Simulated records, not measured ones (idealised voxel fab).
Presented below is a process module, voxel air gaps.
Cross-section cut: width 250 nm, square cells of 5 nm.
Cross-section = grid of square cells, listed top down in bands; band = one or more rows. Heads up on the band format: heights come first, top then bottom, in nm. After that it's the materials left to right, each with its width in nm. A single material flagged "edge to edge" fills the whole band edge to edge, and "blank" means there's empty space there. Heights are expressed relative to 0, this being the level below which the as-received wafer comprises one material exclusively. The lowest band is unbounded in the downward direction and is denoted as in "z 0 and below". Top row gets the first number, bottom row gets the second, and each row in between changes by the same step: that is how a band width like "30->40" works. "nothing changed" means the step left every cell of the cross-section as it was. Empty spaces without an open route to the top, at least 8 cells in extent, make up the entry "Closed void inventory"; each is given as width x height at distance, where the distance is measured from the left edge, and all are in nm. Read whatever lies past the settings on a step's line as the simulator's own remark about the step. The optional step-line setting "overlay nm" applies to steps with a mask and quantifies how far to the right of its planned location the mask lay, a negative value indicating leftward placement.

STEPS IN THE PROCESS PLAN
1) RECEIVE, material Si
2) CONFORMAL_DEP, material SiO2, thk nm 15
3) CONFORMAL_DEP, material SiN, thk nm 5
4) DIRECTIONAL_DEP, material SiO2, thk nm 35
5) MASKED_ETCH, tone open, mask id LINES, width nm 25, pitch nm 55, etch materials SiO2, depth nm 35, overlay nm -15
6) CONFORMAL_DEP, material TiN, thk nm 5
7) FILL_DEP, material Cu, thk nm 5
8) CMP, height nm 55
9) EPI, material Ru, thk nm 10
10) SELECTIVE_ETCH, etch materials SiO2, depth nm 45
11) CONFORMAL_DEP, material SiCN, thk nm 5
Variable across wafers: step 5 overlay nm (plan value is that of the first wafer; starting state common to all).

FIRST OF SEVERAL WAFERS (AS RECEIVED, POST STEP 1), CROSS-SECTIONAL VIEW
  z 0 and below | Si edge to edge
  Closed void inventory: none

HERE IS THE CROSS-SECTION OF THE FIRST OF SEVERAL WAFERS AT THE END OF THE MODULE, AFTER ITS LAST STEP, STEP 11
  z 70 to 65 | blank 25 nm  SiCN 165 nm  blank 60 nm
  z 65 to 55 | blank 25 nm  SiCN 5 nm  Ru 45 nm  SiCN 10 nm  Ru 45 nm  SiCN 10 nm  Ru 45 nm  SiCN 5 nm  blank 60 nm
  z 55 to 50 | blank 25 nm  SiCN 15 nm  TiN 5 nm  Cu 15 nm  TiN 5 nm  SiCN 30 nm  TiN 5 nm  Cu 15 nm  TiN 5 nm  SiCN 30 nm  TiN 5 nm  Cu 15 nm  TiN 5 nm  SiCN 15 nm  blank 60 nm
  z 50 to 25 | blank 35 nm  SiCN 5 nm  TiN 5 nm  Cu 15 nm  TiN 5 nm  SiCN 5 nm  blank 20 nm  SiCN 5 nm  TiN 5 nm  Cu 15 nm  TiN 5 nm  SiCN 5 nm  blank 20 nm  SiCN 5 nm  TiN 5 nm  Cu 15 nm  TiN 5 nm  SiCN 5 nm  blank 70 nm
  z 25 to 20 | SiCN 40 nm  TiN 25 nm  SiCN 30 nm  TiN 25 nm  SiCN 30 nm  TiN 25 nm  SiCN 75 nm
  z 20 to 15 | SiN edge to edge
  z 15 to 0 | SiO2 edge to edge
  z 0 and below | Si edge to edge
  Closed void inventory: 20 x 25 at 70; 20 x 25 at 125

LAST WAFER OF THE SET, CROSS-SECTIONED AT END OF MODULE
  z 70 to 65 | blank 55 nm  SiCN 165 nm  blank 30 nm
  z 65 to 55 | blank 55 nm  SiCN 5 nm  Ru 45 nm  SiCN 10 nm  Ru 45 nm  SiCN 10 nm  Ru 45 nm  SiCN 5 nm  blank 30 nm
  z 55 to 50 | blank 55 nm  SiCN 15 nm  TiN 5 nm  Cu 15 nm  TiN 5 nm  SiCN 30 nm  TiN 5 nm  Cu 15 nm  TiN 5 nm  SiCN 30 nm  TiN 5 nm  Cu 15 nm  TiN 5 nm  SiCN 15 nm  blank 30 nm
  z 50 to 25 | blank 65 nm  SiCN 5 nm  TiN 5 nm  Cu 15 nm  TiN 5 nm  SiCN 5 nm  blank 20 nm  SiCN 5 nm  TiN 5 nm  Cu 15 nm  TiN 5 nm  SiCN 5 nm  blank 20 nm  SiCN 5 nm  TiN 5 nm  Cu 15 nm  TiN 5 nm  SiCN 5 nm  blank 40 nm
  z 25 to 20 | SiCN 70 nm  TiN 25 nm  SiCN 30 nm  TiN 25 nm  SiCN 30 nm  TiN 25 nm  SiCN 45 nm
  z 20 to 15 | SiN edge to edge
  z 15 to 0 | SiO2 edge to edge
  z 0 and below | Si edge to edge
  Closed void inventory: 20 x 25 at 100; 20 x 25 at 155

WHERE EACH WAFER STANDS AT THE END OF THE MODULE, A ROW APIECE: CELLS OF EACH MATERIAL GAINED (+) OR LOST (-) SINCE IT WAS RECEIVED, THEN CLOSED VOIDS
overlay nm -15, +54 Cu, +54 Ru, +128 SiCN, +50 SiN, +150 SiO2, +51 TiN, Closed void inventory: 20 x 25 at 70; 20 x 25 at 125
overlay nm -10, +54 Cu, +54 Ru, +128 SiCN, +50 SiN, +150 SiO2, +51 TiN, Closed void inventory: 20 x 25 at 75; 20 x 25 at 130
overlay nm -5, +54 Cu, +54 Ru, +128 SiCN, +50 SiN, +150 SiO2, +51 TiN, Closed void inventory: 20 x 25 at 80; 20 x 25 at 135
overlay nm 0, +54 Cu, +54 Ru, +128 SiCN, +50 SiN, +150 SiO2, +51 TiN, Closed void inventory: 20 x 25 at 85; 20 x 25 at 140
overlay nm 5, +54 Cu, +54 Ru, +128 SiCN, +50 SiN, +150 SiO2, +51 TiN, Closed void inventory: 20 x 25 at 90; 20 x 25 at 145
overlay nm 10, +54 Cu, +54 Ru, +128 SiCN, +50 SiN, +150 SiO2, +51 TiN, Closed void inventory: 20 x 25 at 95; 20 x 25 at 150
overlay nm 15, +54 Cu, +54 Ru, +128 SiCN, +50 SiN, +150 SiO2, +51 TiN, Closed void inventory: 20 x 25 at 100; 20 x 25 at 155
